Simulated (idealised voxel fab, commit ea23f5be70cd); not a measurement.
Process module under the name voxel capacitor over wiring
Cross-section cut: width 275 nm, square cells of 5 nm.
Cross-section layout: square cells on a grid; listed as bands, top to bottom; a band spans one or more cell rows.
What a band's entry tells you: where the top is and where the bottom is, as heights in nm, and after that what lies inside, material by material from left to right, each with its width in nm. Empty space is written as the word "empty", and a single material marked with the word "full width" occupies the band from edge to edge.
Where do heights start? At 0: under that level the wafer as delivered is made of one material only. And the lowest band has no floor; it just carries on downward, as in "0..down".
The notation "30->40" denotes a width that varies across the rows of cells in the band, beginning at the first number in the top row, finishing at the second number in the bottom row, and changing by an identical amount from each row to the next.
It should be understood that the words "stayed the same", when stated for a given step, signify that the cross-section underwent no change in any of its cells during that step.
Any empty space of 8 cells or more lacking an open way to the top shows up in "Enclosed void entries" as width x height at distance, distance from the left edge, in nm.
Step line, after settings: the simulator's comment on this step.
overlay nm: mask right of planned place by this much (step with mask). Neg. = left.
SO HERE'S THE LINEUP OF PROCESS STEPS WE PLANNED
1. RECEIVE | material Si
2. CONFORMAL_DEP | material SiO2 | thk nm 10
3. DIRECTIONAL_DEP | material TiN | thk nm 5
4. DIRECTIONAL_DEP | material W | thk nm 15
5. DIRECTIONAL_DEP | material aC | thk nm 15
6. PATTERN | tone cover | mask id METAL_1 | material resist | width nm 25 | pitch nm 80 | thk nm 35 | overlay nm 0
7. DIRECTIONAL_ETCH | etch materials aC | depth nm 15
8. STRIP | etch materials resist
9. DIRECTIONAL_ETCH | etch materials W | depth nm 15
10. DIRECTIONAL_ETCH | etch materials TiN | depth nm 5
11. STRIP | etch materials aC
12. CONFORMAL_DEP | material SiCN | thk nm 5
13. FILL_DEP | material SiO2 | thk nm 10
14. CMP | height nm 30
15. CONFORMAL_DEP | material SiCN | thk nm 5
16. DIRECTIONAL_DEP | material SiO2 | thk nm 10
17. MASKED_ETCH | tone open | mask id PLUG_1 | width nm 15 | etch materials SiO2 | depth nm 10 | overlay nm 0
18. MASKED_ETCH | tone open | mask id PLUG_1 | width nm 15 | etch materials SiCN | depth nm 5 | overlay nm 0
19. EPI | material Ru | thk nm 10
20. EPI | material Ru | thk nm 5
21. DIRECTIONAL_DEP | material TiN | thk nm 10
22. DIRECTIONAL_DEP | material HfO2 | thk nm 5
23. DIRECTIONAL_DEP | material TiN | thk nm 5
24. DIRECTIONAL_DEP | material aC | thk nm 5
25. PATTERN | tone cover | mask id UPPER_PLATE | material resist | width nm 60 | thk nm 30 | overlay nm 0
26. DIRECTIONAL_ETCH | etch materials aC | depth nm 15
27. STRIP | etch materials resist
28. DIRECTIONAL_ETCH | etch materials TiN | depth nm 5
29. DIRECTIONAL_ETCH | etch materials HfO2 | depth nm 5
30. STRIP | etch materials aC
31. MASKED_ETCH | tone cover | mask id LOWER_PLATE | width nm 70 | etch materials TiN | depth nm 10 | overlay nm 0
32. FILL_DEP | material SiO2 | thk nm 20
33. CMP | height nm 80
34. DIRECTIONAL_DEP | material aC | thk nm 10
35. PATTERN | tone open | mask id PLUG_2 | material resist | width nm 15 | thk nm 30 | overlay nm 0
36. DIRECTIONAL_ETCH | etch materials aC | depth nm 10
37. STRIP | etch materials resist
38. DIRECTIONAL_ETCH | etch materials SiO2 | depth nm 15
39. STRIP | etch materials aC
40. CONFORMAL_DEP | material TiN | thk nm 5
41. FILL_DEP | material W | thk nm 5
42. CMP | height nm 80
43. CONFORMAL_DEP | material SiCN | thk nm 5
The wafers in this document start out alike and differ in the thk nm applied at step 24; the plan shows the value used for the first wafer.
STEP 1 COMPLETE: AS-RECEIVED CROSS-SECTION OF THE FIRST OF SEVERAL WAFERS
  0..down = Si full width
  Enclosed void entries: none
DEPICTED HERE IS THE FIRST OF SEVERAL WAFERS IN CROSS-SECTION, AT MODULE COMPLETION FOLLOWING THE LAST STEP, STEP 43
  85..80 = SiCN full width
  80..70 = SiO2 (105), then TiN (5), then W (5), then TiN (5), then SiO2 (155)
  70..60 = SiO2 (105->95), then TiN (15->60), then SiO2 (155->120)
  60..55 = SiO2 (95), then HfO2 (60), then SiO2 (120)
  55..45 = SiO2 (90), then TiN (70), then SiO2 (115)
  45..35 = SiO2 (95), then Ru (15), then SiO2 (165)
  35..30 = SiCN (95), then Ru (15), then SiCN (165)
  30..15 = SiO2 (80), then SiCN (5), then W (25), then SiCN (5), then SiO2 (45), then SiCN (5), then W (25), then SiCN (5), then SiO2 (80)
  15..10 = SiCN (85), then TiN (25), then SiCN (55), then TiN (25), then SiCN (85)
  10..0 = SiO2 full width
  0..down = Si full width
  Enclosed void entries: none
WAFER CROSS-SECTION (LAST WAFER, MODULE END)
  85..80 = SiCN full width
  80..70 = SiO2 (105), then TiN (5), then W (5), then TiN (5), then SiO2 (155)
  70..60 = SiO2 (105->90), then TiN (15->70), then SiO2 (155->115)
  60..55 = HfO2 full width
  55..45 = TiN full width
  45..35 = SiO2 (95), then Ru (15), then SiO2 (165)
  35..30 = SiCN (95), then Ru (15), then SiCN (165)
  30..15 = SiO2 (80), then SiCN (5), then W (25), then SiCN (5), then SiO2 (45), then SiCN (5), then W (25), then SiCN (5), then SiO2 (80)
  15..10 = SiCN (85), then TiN (25), then SiCN (55), then TiN (25), then SiCN (85)
  10..0 = SiO2 full width
  0..down = Si full width
  Enclosed void entries: none
PER WAFER, END OF MODULE: CELLS GAINED (+) OR LOST (-) PER MATERIAL SINCE RECEIPT, THEN CLOSED VOIDS
thk nm 5; +12 HfO2; +9 Ru; +164 SiCN; +661 SiO2; +57 TiN; +32 W; Enclosed void entries: none
thk nm 10; +12 HfO2; +9 Ru; +164 SiCN; +661 SiO2; +57 TiN; +32 W; Enclosed void entries: none
thk nm 15; +12 HfO2; +9 Ru; +164 SiCN; +661 SiO2; +57 TiN; +32 W; Enclosed void entries: none
thk nm 20; +55 HfO2; +9 Ru; +164 SiCN; +534 SiO2; +141 TiN; +32 W; Enclosed void entries: none
thk nm 25; +55 HfO2; +9 Ru; +164 SiCN; +534 SiO2; +141 TiN; +32 W; Enclosed void entries: none
thk nm 30; +55 HfO2; +9 Ru; +164 SiCN; +534 SiO2; +141 TiN; +32 W; Enclosed void entries: none
